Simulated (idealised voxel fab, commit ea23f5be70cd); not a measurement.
The process module presented herein is designated voxel ribs on slabs.
Pictured: cross-section cut, 210 nm wide, on a grid of 5 nm square cells.
Think of the cross-section as a grid of square cells. We describe it in bands, top to bottom, and each band covers one or more rows of those cells. The entry gives the band's vertical extent as a top height and a bottom height in nm, then its horizontal make-up as materials from left to right, each with a width in nm. "air" stands for empty space; a single material marked "everywhere" fills the band edge to edge. Ref level 0: as-received wafer is one material below here. Bottom band extends down with no lower bound ("0 down"). Top row gets the first number, bottom row gets the second, and each row in between changes by the same step: that is how a band width like "30 to 40" works. "nothing different" after a step means that no cell of the cross-section changed. "Fully closed voids" - sealed voids, min. 8 cells, no opening to top; format: width x height at distance (distance from left edge; nm throughout). Anything after a step's settings on that line? It's the simulator's own note about the step. "overlay nm" on a masked step: distance the mask lay right of its planned place, negative for left.
-- Planned step list for the process
1) RECEIVE,material Si
2) DIRECTIONAL_DEP,material SiO2,thk nm 20
3) DIRECTIONAL_DEP,material SiN,thk nm 20
4) PATTERN,tone cover,mask id RIB,material resist,width nm 30,thk nm 20,overlay nm 0
5) DIRECTIONAL_ETCH,etch materials SiN,depth nm 15
6) STRIP,etch materials resist
7) PATTERN,tone cover,mask id SLAB,material resist,width nm 90,thk nm 20,overlay nm 0
8) DIRECTIONAL_ETCH,etch materials SiN,depth nm 5
9) STRIP,etch materials resist
10) FILL_DEP,material SiO2,thk nm 15
11) CMP,height nm 50
12) DIRECTIONAL_DEP,material W,thk nm 5
13) PATTERN,tone cover,mask id HEATER,material resist,width nm 40,thk nm 20,overlay nm 0
14) DIRECTIONAL_ETCH,etch materials W,depth nm 5
15) STRIP,etch materials resist
16) CONFORMAL_DEP,material SiN,thk nm 5
Wafer-to-wafer difference: thk nm, step 12. Common start. Plan = first wafer's value.
-- Cross-section of the first of several wafers on receipt, reflecting completion of step 1
- 0 down: Si everywhere
- Fully closed voids: none
-- After the module's final step, step 16: the first of several wafers in cross-section
- 60 to 55: air 80; SiN 50; air 80
- 55 to 50: SiN 85; W 40; SiN 85
- 50 to 40: SiO2 everywhere
- 40 to 25: SiO2 90; SiN 30; SiO2 90
- 25 to 20: SiO2 60; SiN 90; SiO2 60
- 20 to 0: SiO2 everywhere
- 0 down: Si everywhere
- Fully closed voids: none
-- Module end, final wafer: cross-section
- 75 to 70: air 80; SiN 50; air 80
- 70 to 65: SiN 85; W 40; SiN 85
- 65 to 50: W everywhere
- 50 to 40: SiO2 everywhere
- 40 to 25: SiO2 90; SiN 30; SiO2 90
- 25 to 20: SiO2 60; SiN 90; SiO2 60
- 20 to 0: SiO2 everywhere
- 0 down: Si everywhere
- Fully closed voids: none
-- Take any row and you have a wafer at the end of the module: how many cells of each material it has gained (+) or lost (-) since it was received, and then its closed voids
thk nm 5 | +80 SiN | +384 SiO2 | +8 W | Fully closed voids: none
thk nm 10 | +80 SiN | +384 SiO2 | +50 W | Fully closed voids: none
thk nm 15 | +80 SiN | +384 SiO2 | +92 W | Fully closed voids: none
thk nm 20 | +80 SiN | +384 SiO2 | +134 W | Fully closed voids: none
